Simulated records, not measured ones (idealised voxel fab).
Module name: voxel self aligned contacts (process module)
We display cut, a cross-section 215 nm in width whose square cells are each 5 nm.
In this document a cross-section is written as a grid of square cells. It is given as a series of bands, listed from the top down, and a band is one or more rows of cells.
This entry defines a band. It first specifies the height of the band's top and the height of its bottom in nm, and then specifies the band's materials from left to right, stating each material with its width in nm. The word "throughout" identifies a single material that fills the band from edge to edge, while the word "empty" identifies empty space.
Measure heights from 0. That's the level where, below it, the as-received wafer is all one material. The lowest band is bottomless and extends downward; write it as in "z 0 and below".
A width such as "30 to 40" changes by the same amount from each row of cells to the next, from the band's top row to its bottom row.
"no alteration" means the step left every cell of the cross-section as it was.
Voids not open to the top, 8 cells minimum: see "Sealed voids". Written width x height at distance; distance is from the left edge; nm.
Past the settings on a step's line: simulator remark, on that step.
"overlay nm" answers the question of how far to the right of plan the mask lay on a step that has a mask, and when it is negative the answer is to the left.
### This section lists the process steps that were planned
step 1: RECEIVE: material Si
step 2: OXIDIZE: depth nm 5
step 3: DIRECTIONAL_DEP: material polySi, thk nm 20
step 4: DIRECTIONAL_DEP: material SiN, thk nm 15
step 5: DIRECTIONAL_DEP: material aC, thk nm 15
step 6: PATTERN: tone cover, mask id GATE, material resist, width nm 30, pitch nm 65, thk nm 30, overlay nm 0
step 7: DIRECTIONAL_ETCH: etch materials aC, depth nm 15
step 8: STRIP: etch materials resist
step 9: DIRECTIONAL_ETCH: etch materials SiN, depth nm 15
step 10: DIRECTIONAL_ETCH: etch materials polySi, depth nm 20
step 11: STRIP: etch materials aC
step 12: CONFORMAL_DEP: material SiN, thk nm 5
step 13: DIRECTIONAL_ETCH: etch materials SiN, depth nm 5
step 14: FILL_DEP: material SiO2, thk nm 15
step 15: CMP: height nm 45
step 16: DIRECTIONAL_DEP: material aC, thk nm 10
step 17: PATTERN: tone open, mask id CONTACT, material resist, width nm 45, pitch nm 65, thk nm 25, overlay nm 0
step 18: DIRECTIONAL_ETCH: etch materials aC, depth nm 10
step 19: STRIP: etch materials resist
step 20: DIRECTIONAL_ETCH: etch materials SiO2, depth nm 50
step 21: STRIP: etch materials aC
step 22: CONFORMAL_DEP: material TiN, thk nm 5
step 23: FILL_DEP: material W, thk nm 5
step 24: CMP: height nm 45
step 25: CONFORMAL_DEP: material SiN, thk nm 5
### Cross-sectional view of the wafer in its as-received condition, corresponding to the state after step 1
- z 0 and below: Si throughout
- Sealed voids: none
### Starting structure and process plan are as shown above, but one mistake was made in running the module; the wafer cross-section at the end of the module follows
- z 50 to 45: SiN throughout
- z 45 to 35: 50 nm SiO2 | 5 nm TiN | 35 nm W | 5 nm TiN | 20 nm SiO2 | 5 nm TiN | 35 nm W | 5 nm TiN | 55 nm SiO2
- z 35 to 30: 50 nm SiO2 | 15 nm TiN | 15 nm W | 15 nm TiN | 20 nm SiO2 | 15 nm TiN | 15 nm W | 15 nm TiN | 55 nm SiO2
- z 30 to 15: 20 nm SiO2 | 40 nm SiN | 5 nm TiN | 15 nm W | 5 nm TiN | 40 nm SiN | 5 nm TiN | 15 nm W | 5 nm TiN | 40 nm SiN | 25 nm SiO2
- z 15 to 0: 20 nm SiO2 | 5 nm SiN | 30 nm polySi | 5 nm SiN | 5 nm TiN | 15 nm W | 5 nm TiN | 5 nm SiN | 30 nm polySi | 5 nm SiN | 5 nm TiN | 15 nm W | 5 nm TiN | 5 nm SiN | 30 nm polySi | 5 nm SiN | 25 nm SiO2
- z 0 to -5: 60 nm SiO2 | 25 nm TiN | 40 nm SiO2 | 25 nm TiN | 65 nm SiO2
- z -5 and below: Si throughout
- Sealed voids: none
what went wrong: rather than as planned, step 3 actually ran as DIRECTIONAL_DEP: material polySi, thk nm 15
